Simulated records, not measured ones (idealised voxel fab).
process module | voxel wiring stack
cross-section cut | 170 nm wide | cells 5 nm
A cross-section is a grid of square cells, given in bands from the top down. A band is one or more rows of cells.
Each band's line starts with the height of the band's top and of its bottom, in nm. Then come its materials from left to right, each with its width in nm. One material with "throughout" fills the band from edge to edge. "air" is empty space.
Height 0 is the level under which the wafer as received is all one material. The lowest band goes on downwards, as in "0 down".
A width such as "30 to 40" changes by the same amount from each row of cells to the next, from the band's top row to its bottom row.
"no change" after a step means that no cell of the cross-section changed.
closed voids: empty space of 8 cells or more with no open way to the top, each as width x height at its distance from the left edge, in nm
after a step's settings: what the simulator itself notes on the step
overlay nm, on a step with a mask: how far to the right of its planned place the mask lay; to the left if negative
plan
1 op RECEIVE | material Si
2 op CONFORMAL_DEP | material SiO2 | thk nm 10
3 op DIRECTIONAL_DEP | material TiN | thk nm 5
4 op DIRECTIONAL_DEP | material Ru | thk nm 25
5 op DIRECTIONAL_DEP | material aC | thk nm 10
6 op PATTERN | tone cover | mask id METAL_1 | material resist | width nm 20 | pitch nm 35 | thk nm 30 | overlay nm 0
7 op DIRECTIONAL_ETCH | etch materials aC | depth nm 10
8 op STRIP | etch materials resist
9 op DIRECTIONAL_ETCH | etch materials Ru | depth nm 25
10 op DIRECTIONAL_ETCH | etch materials TiN | depth nm 5
11 op STRIP | etch materials aC
12 op CONFORMAL_DEP | material SiN | thk nm 5
13 op FILL_DEP | material lowk | thk nm 10
14 op CMP | height nm 40
15 op CONFORMAL_DEP | material SiCN | thk nm 5
16 op DIRECTIONAL_DEP | material lowk | thk nm 25
17 op DIRECTIONAL_DEP | material aC | thk nm 15
18 op PATTERN | tone open | mask id METAL_2 | material resist | width nm 20 | pitch nm 35 | thk nm 30 | overlay nm 0
19 op DIRECTIONAL_ETCH | etch materials aC | depth nm 15
20 op STRIP | etch materials resist
21 op DIRECTIONAL_ETCH | etch materials lowk | depth nm 15
22 op STRIP | etch materials aC
23 op DIRECTIONAL_DEP | material aC | thk nm 10
24 op PATTERN | tone open | mask id METAL_2_HOLES | material resist | width nm 15 | pitch nm 35 | thk nm 25 | overlay nm 0
25 op DIRECTIONAL_ETCH | etch materials aC | depth nm 10
26 op STRIP | etch materials resist
27 op DIRECTIONAL_ETCH | etch materials lowk | depth nm 10
28 op DIRECTIONAL_ETCH | etch materials SiCN | depth nm 5
29 op STRIP | etch materials aC
30 op CONFORMAL_DEP | material TiN | thk nm 5
31 op FILL_DEP | material Ru | thk nm 5
32 op CMP | height nm 70
33 op CONFORMAL_DEP | material SiCN | thk nm 5
first wafer, as planned
as received, after step 1
  0 down: Si throughout
  closed voids: none
after step 2
  10 to 0: SiO2 throughout
  below 0: unchanged
after step 3
  15 to 10: TiN throughout
  below 10: unchanged
after step 4
  40 to 15: Ru throughout
  below 15: unchanged
after step 5
  50 to 40: aC throughout
  below 40: unchanged
after step 6
  80 to 50: air 40 | resist 20 | air 15 | resist 20 | air 15 | resist 20 | air 40
  below 50: unchanged
after step 7
  70 to 50: air 40 | resist 20 | air 15 | resist 20 | air 15 | resist 20 | air 40
  50 to 40: air 40 | aC 20 | air 15 | aC 20 | air 15 | aC 20 | air 40
  below 40: unchanged
after step 8
  50 to 40: air 40 | aC 20 | air 15 | aC 20 | air 15 | aC 20 | air 40
  below 40: unchanged
after step 9
  50 to 40: air 40 | aC 20 | air 15 | aC 20 | air 15 | aC 20 | air 40
  40 to 15: air 40 | Ru 20 | air 15 | Ru 20 | air 15 | Ru 20 | air 40
  below 15: unchanged
after step 10
  50 to 40: air 40 | aC 20 | air 15 | aC 20 | air 15 | aC 20 | air 40
  40 to 15: air 40 | Ru 20 | air 15 | Ru 20 | air 15 | Ru 20 | air 40
  15 to 10: air 40 | TiN 20 | air 15 | TiN 20 | air 15 | TiN 20 | air 40
  below 10: unchanged
after step 11
  40 to 15: air 40 | Ru 20 | air 15 | Ru 20 | air 15 | Ru 20 | air 40
  below 15: unchanged
after step 12
  45 to 40: air 35 | SiN 30 | air 5 | SiN 30 | air 5 | SiN 30 | air 35
  40 to 15: air 35 | SiN 5 | Ru 20 | SiN 5 | air 5 | SiN 5 | Ru 20 | SiN 5 | air 5 | SiN 5 | Ru 20 | SiN 5 | air 35
  15 to 10: SiN 40 | TiN 20 | SiN 15 | TiN 20 | SiN 15 | TiN 20 | SiN 40
  below 10: unchanged
after step 13
  55 to 45: lowk throughout
  45 to 40: lowk 35 | SiN 30 | lowk 5 | SiN 30 | lowk 5 | SiN 30 | lowk 35
  40 to 15: lowk 35 | SiN 5 | Ru 20 | SiN 5 | lowk 5 | SiN 5 | Ru 20 | SiN 5 | lowk 5 | SiN 5 | Ru 20 | SiN 5 | lowk 35
  below 15: unchanged
after step 14
  40 to 15: lowk 35 | SiN 5 | Ru 20 | SiN 5 | lowk 5 | SiN 5 | Ru 20 | SiN 5 | lowk 5 | SiN 5 | Ru 20 | SiN 5 | lowk 35
  below 15: unchanged
after step 15
  45 to 40: SiCN throughout
  below 40: unchanged
after step 16
  70 to 45: lowk throughout
  below 45: unchanged
after step 17
  85 to 70: aC throughout
  below 70: unchanged
after step 18
  115 to 85: resist 40 | air 20 | resist 15 | air 20 | resist 15 | air 20 | resist 40
  below 85: unchanged
after step 19
  100 to 85: resist 40 | air 20 | resist 15 | air 20 | resist 15 | air 20 | resist 40
  85 to 70: aC 40 | air 20 | aC 15 | air 20 | aC 15 | air 20 | aC 40
  below 70: unchanged
after step 20
  85 to 70: aC 40 | air 20 | aC 15 | air 20 | aC 15 | air 20 | aC 40
  below 70: unchanged
after step 21
  85 to 70: aC 40 | air 20 | aC 15 | air 20 | aC 15 | air 20 | aC 40
  70 to 55: lowk 40 | air 20 | lowk 15 | air 20 | lowk 15 | air 20 | lowk 40
  below 55: unchanged
after step 22
  70 to 55: lowk 40 | air 20 | lowk 15 | air 20 | lowk 15 | air 20 | lowk 40
  below 55: unchanged
after step 23
  80 to 70: aC 40 | air 20 | aC 15 | air 20 | aC 15 | air 20 | aC 40
  70 to 65: lowk 40 | air 20 | lowk 15 | air 20 | lowk 15 | air 20 | lowk 40
  65 to 55: lowk 40 | aC 20 | lowk 15 | aC 20 | lowk 15 | aC 20 | lowk 40
  below 55: unchanged
after step 24
  105 to 80: resist 40 | air 15 | resist 20 | air 15 | resist 20 | air 15 | resist 45
  80 to 70: aC 40 | air 15 | resist 5 | aC 15 | air 15 | resist 5 | aC 15 | air 15 | resist 5 | aC 40
  70 to 65: lowk 40 | air 15 | resist 5 | lowk 15 | air 15 | resist 5 | lowk 15 | air 15 | resist 5 | lowk 40
  below 65: unchanged
after step 25
  95 to 80: resist 40 | air 15 | resist 20 | air 15 | resist 20 | air 15 | resist 45
  80 to 70: aC 40 | air 15 | resist 5 | aC 15 | air 15 | resist 5 | aC 15 | air 15 | resist 5 | aC 40
  70 to 65: lowk 40 | air 15 | resist 5 | lowk 15 | air 15 | resist 5 | lowk 15 | air 15 | resist 5 | lowk 40
  65 to 55: lowk 40 | air 15 | aC 5 | lowk 15 | air 15 | aC 5 | lowk 15 | air 15 | aC 5 | lowk 40
  below 55: unchanged
after step 26
  80 to 70: aC 40 | air 20 | aC 15 | air 20 | aC 15 | air 20 | aC 40
  70 to 65: lowk 40 | air 20 | lowk 15 | air 20 | lowk 15 | air 20 | lowk 40
  below 65: unchanged
after step 27
  80 to 70: aC 40 | air 20 | aC 15 | air 20 | aC 15 | air 20 | aC 40
  70 to 65: lowk 40 | air 20 | lowk 15 | air 20 | lowk 15 | air 20 | lowk 40
  65 to 55: lowk 40 | air 15 | aC 5 | lowk 15 | air 15 | aC 5 | lowk 15 | air 15 | aC 5 | lowk 40
  55 to 45: lowk 40 | air 15 | lowk 20 | air 15 | lowk 20 | air 15 | lowk 45
  below 45: unchanged
after step 28
  80 to 70: aC 40 | air 20 | aC 15 | air 20 | aC 15 | air 20 | aC 40
  70 to 65: lowk 40 | air 20 | lowk 15 | air 20 | lowk 15 | air 20 | lowk 40
  65 to 55: lowk 40 | air 15 | aC 5 | lowk 15 | air 15 | aC 5 | lowk 15 | air 15 | aC 5 | lowk 40
  55 to 45: lowk 40 | air 15 | lowk 20 | air 15 | lowk 20 | air 15 | lowk 45
  45 to 40: SiCN 40 | air 15 | SiCN 20 | air 15 | SiCN 20 | air 15 | SiCN 45
  below 40: unchanged
after step 29
  70 to 55: lowk 40 | air 20 | lowk 15 | air 20 | lowk 15 | air 20 | lowk 40
  below 55: unchanged
after step 30
  75 to 70: TiN 45 | air 10 | TiN 25 | air 10 | TiN 25 | air 10 | TiN 45
  70 to 60: lowk 40 | TiN 5 | air 10 | TiN 5 | lowk 15 | TiN 5 | air 10 | TiN 5 | lowk 15 | TiN 5 | air 10 | TiN 5 | lowk 40
  60 to 55: lowk 40 | TiN 5 | air 5 | TiN 10 | lowk 15 | TiN 5 | air 5 | TiN 10 | lowk 15 | TiN 5 | air 5 | TiN 10 | lowk 40
  55 to 45: lowk 40 | TiN 5 | air 5 | TiN 5 | lowk 20 | TiN 5 | air 5 | TiN 5 | lowk 20 | TiN 5 | air 5 | TiN 5 | lowk 45
  45 to 40: SiCN 40 | TiN 15 | SiCN 20 | TiN 15 | SiCN 20 | TiN 15 | SiCN 45
  below 40: unchanged
after step 31
  80 to 75: Ru throughout
  75 to 70: TiN 45 | Ru 10 | TiN 25 | Ru 10 | TiN 25 | Ru 10 | TiN 45
  70 to 60: lowk 40 | TiN 5 | Ru 10 | TiN 5 | lowk 15 | TiN 5 | Ru 10 | TiN 5 | lowk 15 | TiN 5 | Ru 10 | TiN 5 | lowk 40
  60 to 55: lowk 40 | TiN 5 | Ru 5 | TiN 10 | lowk 15 | TiN 5 | Ru 5 | TiN 10 | lowk 15 | TiN 5 | Ru 5 | TiN 10 | lowk 40
  55 to 45: lowk 40 | TiN 5 | Ru 5 | TiN 5 | lowk 20 | TiN 5 | Ru 5 | TiN 5 | lowk 20 | TiN 5 | Ru 5 | TiN 5 | lowk 45
  below 45: unchanged
after step 32
  70 to 60: lowk 40 | TiN 5 | Ru 10 | TiN 5 | lowk 15 | TiN 5 | Ru 10 | TiN 5 | lowk 15 | TiN 5 | Ru 10 | TiN 5 | lowk 40
  below 60: unchanged
after step 33
  75 to 70: SiCN throughout
  below 70: unchanged
second wafer: like start, like plan, one mistake. Through step 17 it matches the first wafer
when step 18 should have ended
  115 to 85: air 40 | resist 20 | air 15 | resist 20 | air 15 | resist 20 | air 40
  below 85: unchanged
when step 19 should have ended
  100 to 85: air 40 | resist 20 | air 15 | resist 20 | air 15 | resist 20 | air 40
  85 to 70: air 40 | aC 20 | air 15 | aC 20 | air 15 | aC 20 | air 40
  below 70: unchanged
when step 20 should have ended
  85 to 70: air 40 | aC 20 | air 15 | aC 20 | air 15 | aC 20 | air 40
  below 70: unchanged
when step 21 should have ended
  85 to 70: air 40 | aC 20 | air 15 | aC 20 | air 15 | aC 20 | air 40
  70 to 55: air 40 | lowk 20 | air 15 | lowk 20 | air 15 | lowk 20 | air 40
  below 55: unchanged
when step 22 should have ended
  70 to 55: air 40 | lowk 20 | air 15 | lowk 20 | air 15 | lowk 20 | air 40
  below 55: unchanged
when step 23 should have ended
  80 to 70: air 40 | aC 20 | air 15 | aC 20 | air 15 | aC 20 | air 40
  70 to 65: air 40 | lowk 20 | air 15 | lowk 20 | air 15 | lowk 20 | air 40
  65 to 55: aC 40 | lowk 20 | aC 15 | lowk 20 | aC 15 | lowk 20 | aC 40
  below 55: unchanged
when step 24 should have ended
  105 to 80: resist 40 | air 15 | resist 20 | air 15 | resist 20 | air 15 | resist 45
  80 to 70: resist 40 | aC 20 | resist 15 | aC 20 | resist 15 | aC 20 | resist 40
  70 to 65: resist 40 | lowk 20 | resist 15 | lowk 20 | resist 15 | lowk 20 | resist 40
  below 65: unchanged
when step 25 should have ended
  95 to 80: resist 40 | air 15 | resist 20 | air 15 | resist 20 | air 15 | resist 45
  80 to 70: resist 40 | air 15 | aC 5 | resist 15 | air 15 | aC 5 | resist 15 | air 15 | aC 5 | resist 40
  below 70: unchanged
when step 26 should have ended
  80 to 70: air 55 | aC 5 | air 30 | aC 5 | air 30 | aC 5 | air 40
  70 to 65: air 40 | lowk 20 | air 15 | lowk 20 | air 15 | lowk 20 | air 40
  below 65: unchanged
when step 27 should have ended
  80 to 70: air 55 | aC 5 | air 30 | aC 5 | air 30 | aC 5 | air 40
  70 to 65: air 55 | lowk 5 | air 30 | lowk 5 | air 30 | lowk 5 | air 40
  65 to 60: aC 40 | air 15 | lowk 5 | aC 15 | air 15 | lowk 5 | aC 15 | air 15 | lowk 5 | aC 40
  below 60: unchanged
when step 28 should have ended: no change
when step 29 should have ended
  70 to 60: air 55 | lowk 5 | air 30 | lowk 5 | air 30 | lowk 5 | air 40
  60 to 55: air 40 | lowk 20 | air 15 | lowk 20 | air 15 | lowk 20 | air 40
  below 55: unchanged
when step 30 should have ended
  75 to 70: air 50 | TiN 15 | air 20 | TiN 15 | air 20 | TiN 15 | air 35
  70 to 60: air 50 to 35 | TiN 5 to 20 | lowk 5 | TiN 5 | air 20 to 5 | TiN 5 to 20 | lowk 5 | TiN 5 | air 20 to 5 | TiN 5 to 20 | lowk 5 | TiN 5 | air 35
  60 to 55: TiN 40 | lowk 20 | TiN 15 | lowk 20 | TiN 15 | lowk 20 | TiN 40
  below 55: unchanged
when step 31 should have ended
  80 to 75: Ru throughout
  75 to 70: Ru 50 | TiN 15 | Ru 20 | TiN 15 | Ru 20 | TiN 15 | Ru 35
  70 to 60: Ru 50 to 35 | TiN 5 to 20 | lowk 5 | TiN 5 | Ru 20 to 5 | TiN 5 to 20 | lowk 5 | TiN 5 | Ru 20 to 5 | TiN 5 to 20 | lowk 5 | TiN 5 | Ru 35
  below 60: unchanged
when step 32 should have ended
  70 to 60: Ru 50 to 35 | TiN 5 to 20 | lowk 5 | TiN 5 | Ru 20 to 5 | TiN 5 to 20 | lowk 5 | TiN 5 | Ru 20 to 5 | TiN 5 to 20 | lowk 5 | TiN 5 | Ru 35
  below 60: unchanged
when step 33 should have ended
  75 to 70: SiCN throughout
  below 70: unchanged
what went wrong: step 18 ran as: op PATTERN | tone cover | mask id METAL_2 | material resist | width nm 20 | pitch nm 35 | thk nm 30 | overlay nm 0
at the end the second wafer has, in cells: 20 more of Ru | 9 more of SiCN | 1 more of TiN | 30 fewer of lowk
